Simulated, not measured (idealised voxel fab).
Process module, titled voxel released beams
We display cut, a cross-section 285 nm in width whose square cells are each 5 nm.
Cross-sections here: square-cell grids, written as top-down lists of bands, a band being one or more rows of cells. Top height, bottom height, nm. Materials left to right, width each, nm. Single material + "edge to edge" = fills band edge to edge. "air" = empty. Measure heights from 0. That's the level where, below it, the as-received wafer is all one material. The lowest band is bottomless and extends downward; write it as in "z 0 and below". With a width like "30->40", each row of cells in the band differs from the next by the same amount, the top row carrying the first number and the bottom row the second. "all unchanged" means the step left every cell of the cross-section as it was. The list in "Enclosed void list" covers empty spaces of 8 cells or more that cannot reach the top through any open way, and it gives each as width x height at distance; the distance is from the left edge, and width, height and distance are in nm. Text after the settings on a step's line: the simulator's own remark on that step. When a step includes a mask, the "overlay nm" setting on its line states how far to the right of its planned place that mask lay, and negative values state how far to the left.
PROCESS STEPS FORESEEN IN THE PLAN
1. RECEIVE: material Si
2. CONFORMAL_DEP: material SiN, thk nm 5
3. DIRECTIONAL_DEP: material SiO2, thk nm 20
4. MASKED_ETCH: tone open, mask id ANCHOR, width nm 45, etch materials SiO2, depth nm 20, overlay nm 0
5. CONFORMAL_DEP: material polySi, thk nm 15
6. DIRECTIONAL_DEP: material aC, thk nm 10
7. PATTERN: tone cover, mask id BEAM, material resist, width nm 95, thk nm 30, overlay nm 0
8. DIRECTIONAL_ETCH: etch materials aC, depth nm 10
9. STRIP: etch materials resist
10. DIRECTIONAL_ETCH: etch materials polySi, depth nm 15
11. STRIP: etch materials aC
12. STRIP: etch materials SiO2
INCOMING WAFER IN CROSS-SECTION (STATE: AFTER STEP 1)
    z 0 and below  Si edge to edge
    Enclosed void list: none
POST-MODULE CROSS-SECTION OF THE FIRST OF TWO WAFERS (RUN PER PLAN)
    z 40 to 25  air (90)  polySi (20)  air (15)  polySi (60)  air (100)
    z 25 to 20  air (95)  polySi (15)  air (15)  polySi (15)  air (145)
    z 20 to 5  air (95)  polySi (45)  air (145)
    z 5 to 0  SiN edge to edge
    z 0 and below  Si edge to edge
    Enclosed void list: none
WAFER TWO CROSS-SECTION, MODULE END. START AND PLAN UNCHANGED FROM WAFER ONE; ONE MISTAKE MADE DURING THE RUN
    z 35 to 20  air (90)  polySi (20)  air (15)  polySi (60)  air (100)
    z 20 to 15  air (95)  polySi (15)  air (15)  polySi (15)  air (145)
    z 15 to 0  air (95)  polySi (45)  air (145)
    z 0 and below  Si edge to edge
    Enclosed void list: none
What went wrong in running the wafer? step 2 of the plan: omitted, not performed
Final tally in cells, some materials are higher or lower on the second wafer than on the first: -57 SiN
